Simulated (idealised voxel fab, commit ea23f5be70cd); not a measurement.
Herein follows the process module entitled voxel lift off.
For reference, the cross-section in this document is cut, with width 300 nm and square cells of 5 nm.
Just so we're on the same page, the cross-sections are grids of square cells, and they're listed out in bands top to bottom, each band one or more rows deep. Top, bottom (nm), then materials left to right with widths (nm); lone material tagged "edge to edge" fills the whole band edge to edge; "blank" = empty space. Where do heights start? At 0: under that level the wafer as delivered is made of one material only. And the lowest band has no floor; it just carries on downward, as in "0 and below". The width entry "30->40" should be interpreted row by row: the top row of cells in the band takes the first number, the bottom row takes the second number, and the change between adjacent rows is uniform throughout. For the purposes of this document, the phrase "no change" attached to a step denotes that no cell within the cross-section was modified by that step. You'll see "Enclosed cavities" listing empty spaces that have no way open to the top, as long as they're 8 cells or more; the notation is width x height at distance, where the distance is from the left edge, and all of it is in nm. Text after the settings on a step's line: the simulator's own remark on that step. "overlay nm" answers the question of how far to the right of plan the mask lay on a step that has a mask, and when it is negative the answer is to the left.
**Planned process steps**
1. RECEIVE (material Si)
2. CONFORMAL_DEP (material SiN; thk nm 10)
3. PATTERN (tone open; mask id LINES; material resist; width nm 30; pitch nm 60; thk nm 15; overlay nm 0)
4. DIRECTIONAL_DEP (material Ru; thk nm 5)
5. STRIP (etch materials resist)
6. CONFORMAL_DEP (material SiN; thk nm 5)
**Wafer, first of two, run as planned**
**Shown in cross-section is the wafer as received, that is, as it stands after step 1**
0 and below = Si edge to edge
Enclosed cavities: none
**The wafer in cross-section once step 2 is complete**
10 down to 0 = SiN edge to edge
At heights below 0, the structure remains unaltered.
**The wafer in cross-section once step 3 is complete**
25 down to 10 = resist 45 nm | blank 30 nm | resist 30 nm | blank 30 nm | resist 30 nm | blank 30 nm | resist 30 nm | blank 30 nm | resist 45 nm
At heights below 10, the structure remains unaltered.
**The wafer in cross-section once step 4 is complete**
30 down to 25 = Ru 45 nm | blank 30 nm | Ru 30 nm | blank 30 nm | Ru 30 nm | blank 30 nm | Ru 30 nm | blank 30 nm | Ru 45 nm
25 down to 15 = resist 45 nm | blank 30 nm | resist 30 nm | blank 30 nm | resist 30 nm | blank 30 nm | resist 30 nm | blank 30 nm | resist 45 nm
15 down to 10 = resist 45 nm | Ru 30 nm | resist 30 nm | Ru 30 nm | resist 30 nm | Ru 30 nm | resist 30 nm | Ru 30 nm | resist 45 nm
At heights below 10, the structure remains unaltered.
**The wafer in cross-section once step 5 is complete**
15 down to 10 = blank 45 nm | Ru 30 nm | blank 30 nm | Ru 30 nm | blank 30 nm | Ru 30 nm | blank 30 nm | Ru 30 nm | blank 45 nm
At heights below 10, the structure remains unaltered.
**The wafer in cross-section once step 6 is complete**
20 down to 15 = blank 40 nm | SiN 40 nm | blank 20 nm | SiN 40 nm | blank 20 nm | SiN 40 nm | blank 20 nm | SiN 40 nm | blank 40 nm
15 down to 10 = SiN 45 nm | Ru 30 nm | SiN 30 nm | Ru 30 nm | SiN 30 nm | Ru 30 nm | SiN 30 nm | Ru 30 nm | SiN 45 nm
At heights below 10, the structure remains unaltered.
**Wafer two of two - same starting point, same process plan, one mistake in execution; matches wafer one up to and including step 2**
**At the planned end of step 3, the second wafer in cross-section**
25 down to 10 = resist 40 nm | blank 30 nm | resist 30 nm | blank 30 nm | resist 30 nm | blank 30 nm | resist 30 nm | blank 30 nm | resist 50 nm
At heights below 10, the structure remains unaltered.
**At the planned end of step 4, the second wafer in cross-section**
30 down to 25 = Ru 40 nm | blank 30 nm | Ru 30 nm | blank 30 nm | Ru 30 nm | blank 30 nm | Ru 30 nm | blank 30 nm | Ru 50 nm
25 down to 15 = resist 40 nm | blank 30 nm | resist 30 nm | blank 30 nm | resist 30 nm | blank 30 nm | resist 30 nm | blank 30 nm | resist 50 nm
15 down to 10 = resist 40 nm | Ru 30 nm | resist 30 nm | Ru 30 nm | resist 30 nm | Ru 30 nm | resist 30 nm | Ru 30 nm | resist 50 nm
At heights below 10, the structure remains unaltered.
**At the planned end of step 5, the second wafer in cross-section**
15 down to 10 = blank 40 nm | Ru 30 nm | blank 30 nm | Ru 30 nm | blank 30 nm | Ru 30 nm | blank 30 nm | Ru 30 nm | blank 50 nm
At heights below 10, the structure remains unaltered.
**At the planned end of step 6, the second wafer in cross-section**
20 down to 15 = blank 35 nm | SiN 40 nm | blank 20 nm | SiN 40 nm | blank 20 nm | SiN 40 nm | blank 20 nm | SiN 40 nm | blank 45 nm
15 down to 10 = SiN 40 nm | Ru 30 nm | SiN 30 nm | Ru 30 nm | SiN 30 nm | Ru 30 nm | SiN 30 nm | Ru 30 nm | SiN 50 nm
At heights below 10, the structure remains unaltered.
Error vs. plan: heads up, step 3 didn't go per plan, it actually ran as PATTERN (tone open; mask id LINES; material resist; width nm 30; pitch nm 60; thk nm 15; overlay nm -5)
Final wafers compared: equal cell tally per material, rearranged layout.
